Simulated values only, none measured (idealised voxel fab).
Presented below is a process module, voxel double patterning.
The width of the displayed cross-section, cut, is 265 nm; its cells are square, with a size of 5 nm.
Cross-section format: a grid of square cells, given as bands from top to bottom; each band is one or more rows of cells.
Top height, bottom height, nm. Materials left to right, width each, nm. Single material + "everywhere" = fills band edge to edge. "empty" = empty.
Heights are measured from 0, the level below which the as-received wafer is all one material; the lowest band has no bottom and continues downward, written as in "0 -> down".
A width given as "30->40" starts at the first number in the band's top row and ends at the second number in its bottom row, shifting by an equal amount at every step from row to row.
It should be understood that the words "remained unchanged", when stated for a given step, signify that the cross-section underwent no change in any of its cells during that step.
"Closed cavities" - sealed voids, min. 8 cells, no opening to top; format: width x height at distance (distance from left edge; nm throughout).
Note: text after step settings on the step line = simulator remark on that step.
overlay nm, on a step with a mask: how far to the right of its planned place the mask lay; to the left if negative

[The following list gives the planned process steps]
1) RECEIVE: material Si
2) CONFORMAL_DEP: material SiO2, thk nm 5
3) DIRECTIONAL_DEP: material W, thk nm 20
4) DIRECTIONAL_DEP: material SiCN, thk nm 10
5) PATTERN: tone open, mask id FIRST, material resist, width nm 15, pitch nm 50, thk nm 15, overlay nm 0
6) DIRECTIONAL_ETCH: etch materials SiCN, depth nm 10
7) STRIP: etch materials resist
8) PATTERN: tone open, mask id SECOND, material resist, width nm 15, thk nm 15, overlay nm 0
9) DIRECTIONAL_ETCH: etch materials SiCN, depth nm 10
10) STRIP: etch materials resist
11) DIRECTIONAL_ETCH: etch materials W, depth nm 20
12) STRIP: etch materials SiCN

[Below: the first of two wafers, run as planned]

[Cross-section: wafer on arrival = after step 1]
0 -> down | Si everywhere
Closed cavities: none

[Wafer section view after processing step 2]
5 -> 0 | SiO2 everywhere
Below 0 it's all the same as before, nothing changed down there.

[Wafer section view after processing step 3]
25 -> 5 | W everywhere
Below 5 it's all the same as before, nothing changed down there.

[Wafer section view after processing step 4]
35 -> 25 | SiCN everywhere
Below 25 it's all the same as before, nothing changed down there.

[Wafer section view after processing step 5]
50 -> 35 | 100 nm resist, 15 nm empty, 35 nm resist, 15 nm empty, 100 nm resist
Below 35 it's all the same as before, nothing changed down there.

[Wafer section view after processing step 6]
50 -> 35 | 100 nm resist, 15 nm empty, 35 nm resist, 15 nm empty, 100 nm resist
35 -> 25 | 100 nm SiCN, 15 nm empty, 35 nm SiCN, 15 nm empty, 100 nm SiCN
Below 25 it's all the same as before, nothing changed down there.

[Wafer section view after processing step 7]
35 -> 25 | 100 nm SiCN, 15 nm empty, 35 nm SiCN, 15 nm empty, 100 nm SiCN
Below 25 it's all the same as before, nothing changed down there.

[Wafer section view after processing step 8]
50 -> 35 | 125 nm resist, 15 nm empty, 125 nm resist
35 -> 25 | 100 nm SiCN, 15 nm resist, 35 nm SiCN, 15 nm resist, 100 nm SiCN
Below 25 it's all the same as before, nothing changed down there.

[Wafer section view after processing step 9]
50 -> 35 | 125 nm resist, 15 nm empty, 125 nm resist
35 -> 25 | 100 nm SiCN, 15 nm resist, 10 nm SiCN, 15 nm empty, 10 nm SiCN, 15 nm resist, 100 nm SiCN
Below 25 it's all the same as before, nothing changed down there.

[Wafer section view after processing step 10]
35 -> 25 | 100 nm SiCN, 15 nm empty, 10 nm SiCN, 15 nm empty, 10 nm SiCN, 15 nm empty, 100 nm SiCN
Below 25 it's all the same as before, nothing changed down there.

[Wafer section view after processing step 11]
35 -> 25 | 100 nm SiCN, 15 nm empty, 10 nm SiCN, 15 nm empty, 10 nm SiCN, 15 nm empty, 100 nm SiCN
25 -> 5 | 100 nm W, 15 nm empty, 10 nm W, 15 nm empty, 10 nm W, 15 nm empty, 100 nm W
Below 5 it's all the same as before, nothing changed down there.

[Wafer section view after processing step 12]
25 -> 5 | 100 nm W, 15 nm empty, 10 nm W, 15 nm empty, 10 nm W, 15 nm empty, 100 nm W
Below 5 it's all the same as before, nothing changed down there.

[Wafer two of two - same starting point, same process plan, one mistake in execution; matches wafer one up to and including step 4]

[The second wafer cut through, at the time step 5 was supposed to be finished]
50 -> 35 | 100 nm empty, 15 nm resist, 35 nm empty, 15 nm resist, 100 nm empty
Below 35 it's all the same as before, nothing changed down there.

[The second wafer cut through, at the time step 6 was supposed to be finished]
50 -> 35 | 100 nm empty, 15 nm resist, 35 nm empty, 15 nm resist, 100 nm empty
35 -> 25 | 100 nm empty, 15 nm SiCN, 35 nm empty, 15 nm SiCN, 100 nm empty
Below 25 it's all the same as before, nothing changed down there.

[The second wafer cut through, at the time step 7 was supposed to be finished]
35 -> 25 | 100 nm empty, 15 nm SiCN, 35 nm empty, 15 nm SiCN, 100 nm empty
Below 25 it's all the same as before, nothing changed down there.

[The second wafer cut through, at the time step 8 was supposed to be finished]
50 -> 35 | 125 nm resist, 15 nm empty, 125 nm resist
35 -> 25 | 100 nm resist, 15 nm SiCN, 10 nm resist, 15 nm empty, 10 nm resist, 15 nm SiCN, 100 nm resist
Below 25 it's all the same as before, nothing changed down there.

The second wafer cut through, at the time step 9 was supposed to be finished: remained unchanged

[The second wafer cut through, at the time step 10 was supposed to be finished]
35 -> 25 | 100 nm empty, 15 nm SiCN, 35 nm empty, 15 nm SiCN, 100 nm empty
Below 25 it's all the same as before, nothing changed down there.

[The second wafer cut through, at the time step 11 was supposed to be finished]
35 -> 25 | 100 nm empty, 15 nm SiCN, 35 nm empty, 15 nm SiCN, 100 nm empty
25 -> 5 | 100 nm empty, 15 nm W, 35 nm empty, 15 nm W, 100 nm empty
Below 5 it's all the same as before, nothing changed down there.

[The second wafer cut through, at the time step 12 was supposed to be finished]
25 -> 5 | 100 nm empty, 15 nm W, 35 nm empty, 15 nm W, 100 nm empty
Below 5 it's all the same as before, nothing changed down there.
Plan not followed: rather than as planned, step 5 actually ran as PATTERN: tone cover, mask id FIRST, material resist, width nm 15, pitch nm 50, thk nm 15, overlay nm 0
Materials where the second wafer ends with more or fewer cells than the first: W -152
